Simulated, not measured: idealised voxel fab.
The document below concerns the process module designated voxel released beams.
Xsec cut, 180 nm wide, square cell size 5 nm.
Bands, listed from the top down, are how a cross-section gets written in this document; the cross-section itself is a grid of square cells, and a band is one or more rows of them.
Basically the band line says how high the top is and how high the bottom is, in nm, and then what's in it from left to right, every material with its width in nm. Empty space shows up as "air", and if a single material carries "full width" it runs the full band edge to edge.
Zero point of the height axis is 0; under it, received wafer = one material. Lowest band: continues down indefinitely, "from 0 down".
With a width like "30->40", each row of cells in the band differs from the next by the same amount, the top row carrying the first number and the bottom row the second.
Step marked "all unchanged"? Then no cell in the cross-section changed in it.
Entry "Catalogued sealed voids". Content: empty spaces with no open connection to the top, size 8 cells or greater. Each: width x height at distance. Distance: from left edge. Unit: nm.
Whatever follows a step's settings on its line is a remark the simulator itself makes about that step.
overlay nm, on a step with a mask: how far to the right of its planned place the mask lay; to the left if negative
So here's the lineup of process steps we planned
| 1 | RECEIVE | material Si |
| 2 | CONFORMAL_DEP | material Al2O3 | thk nm 5 |
| 3 | DIRECTIONAL_DEP | material SiO2 | thk nm 15 |
| 4 | DIRECTIONAL_DEP | material aC | thk nm 15 |
| 5 | PATTERN | tone open | mask id ANCHOR | material resist | width nm 30 | thk nm 35 | overlay nm 0 |
| 6 | DIRECTIONAL_ETCH | etch materials aC | depth nm 15 |
| 7 | STRIP | etch materials resist |
| 8 | DIRECTIONAL_ETCH | etch materials SiO2 | depth nm 15 |
| 9 | STRIP | etch materials aC |
| 10 | CONFORMAL_DEP | material polySi | thk nm 10 |
| 11 | MASKED_ETCH | tone cover | mask id BEAM | width nm 80 | etch materials polySi | depth nm 10 | overlay nm -15 |
| 12 | STRIP | etch materials SiO2 |
varied across the wafers: overlay nm of step 11. The plan shows the first wafer's value. All wafers start alike
This is how the first of several wafers looked in cross-section when it arrived, which is after step 1
from 0 down: Si full width
Catalogued sealed voids: none
For your reference, the table is organized with a row per wafer; each row reflects the wafer at the end of the module, indicating for each material the cells gained (+) or lost (-) since receipt, and thereafter its closed voids
overlay nm -15 | +36 Al2O3 | +44 polySi | Catalogued sealed voids: none
overlay nm -10 | +36 Al2O3 | +44 polySi | Catalogued sealed voids: none
overlay nm -5 | +36 Al2O3 | +44 polySi | Catalogued sealed voids: none
overlay nm 0 | +36 Al2O3 | +44 polySi | Catalogued sealed voids: none
overlay nm 5 | +36 Al2O3 | +44 polySi | Catalogued sealed voids: none
overlay nm 10 | +36 Al2O3 | +44 polySi | Catalogued sealed voids: none
overlay nm 15 | +36 Al2O3 | +44 polySi | Catalogued sealed voids: none
